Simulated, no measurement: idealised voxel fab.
Name of the process module below: voxel gate over fins
Section cut is 300 nm wide and gridded with 5 nm square cells.
Cross-section format: a grid of square cells, given as bands from top to bottom; each band is one or more rows of cells. First you get the band's top height and its bottom height, in nm, and then the materials it's made of, left to right, with each width in nm. If you see a single material with "edge to edge", that one covers the band edge to edge. "air" is empty space. Basically, 0 is our baseline, since under it the wafer straight out of the box is all one material. The bottom band has no lower end and keeps on going down, so it looks like "0 -> down". So if you see something like "30->40" for the width, read it as the top row of the band sitting at the first number and the bottom row at the second, with every row in between moving by the same amount as the last. Where the words "all unchanged" appear for a step, the cross-section shows no cell changed by that step; every cell remained as before. If an empty space has no open way to the top and is at least 8 cells in size, "Enclosed internal cavities" lists it, written width x height at distance, where distance is measured from the left edge and every value is in nm. Note: text after step settings on the step line = simulator remark on that step. You can add "overlay nm" to a step's line. For a step with a mask, it describes how far the mask lay to the right of its planned position, and a negative number describes a lay to the left.

The steps planned for the process are as follows
1) RECEIVE [material Si]
2) CONFORMAL_DEP [material SiN] [thk nm 10]
3) PATTERN [tone cover] [mask id FINS] [material resist] [width nm 15] [pitch nm 45] [thk nm 20] [overlay nm 0]
4) DIRECTIONAL_ETCH [etch materials SiN] [depth nm 10]
5) DIRECTIONAL_ETCH [etch materials Si] [depth nm 40]
6) STRIP [etch materials resist]
7) OXIDIZE [depth nm 5]
8) FILL_DEP [material SiO2] [thk nm 5]
9) CMP [height nm 10]
10) SELECTIVE_ETCH [etch materials SiO2] [depth nm 20]
11) STRIP [etch materials SiN]
12) CONFORMAL_DEP [material HfO2] [thk nm 5]
13) CONFORMAL_DEP [material TiN] [thk nm 5]
14) CONFORMAL_DEP [material TiAl] [thk nm 5]
15) CONFORMAL_DEP [material TiN] [thk nm 5]
16) FILL_DEP [material W] [thk nm 10]
17) CMP [height nm 25]
18) CONFORMAL_DEP [material SiN] [thk nm 5]

Here's what the wafer looked like in cross-section when it arrived - that's after step 1
> 0 -> down | Si edge to edge
> Enclosed internal cavities: none

The plan above was carried out on the starting structure above with one mistake, and this cross-section shows the wafer at the end of the module
> 30 -> 25 | SiN edge to edge
> 25 -> 20 | W edge to edge
> 20 -> 15 | W (105) | TiN (90) | W (105)
> 15 -> 10 | W (105) | TiN (5) | TiAl (35) | TiN (10) | TiAl (35) | TiN (5) | W (105)
> 10 -> 5 | TiN (110) | TiAl (5) | TiN (25) | TiAl (5) | TiN (10) | TiAl (5) | TiN (25) | TiAl (5) | TiN (110)
> 5 -> 0 | TiAl (115) | TiN (5) | HfO2 (15) | TiN (5) | TiAl (5) | TiN (10) | TiAl (5) | TiN (5) | HfO2 (15) | TiN (5) | TiAl (115)
> 0 -> -5 | TiN (110) | TiAl (5) | TiN (5) | HfO2 (5) | Si (5) | HfO2 (5) | TiN (5) | TiAl (5) | TiN (10) | TiAl (5) | TiN (5) | HfO2 (5) | Si (5) | HfO2 (5) | TiN (5) | TiAl (5) | TiN (110)
> -5 -> -10 | HfO2 (105) | TiN (5) | TiAl (5) | TiN (5) | HfO2 (5) | Si (5) | HfO2 (5) | TiN (5) | TiAl (20) | TiN (5) | HfO2 (5) | Si (5) | HfO2 (5) | TiN (5) | TiAl (5) | TiN (5) | HfO2 (105)
> -10 -> -15 | SiO2 (100) | HfO2 (5) | TiN (15) | HfO2 (5) | Si (5) | HfO2 (5) | TiN (30) | HfO2 (5) | Si (5) | HfO2 (5) | TiN (15) | HfO2 (5) | SiO2 (100)
> -15 -> -20 | SiO2 (100) | HfO2 (25) | Si (5) | HfO2 (40) | Si (5) | HfO2 (25) | SiO2 (100)
> -20 -> -45 | SiO2 (125) | Si (5) | SiO2 (40) | Si (5) | SiO2 (125)
> -45 -> down | Si edge to edge
> Enclosed internal cavities: none
Error vs. plan: transposition of steps 10 and 11 relative to the planned sequence
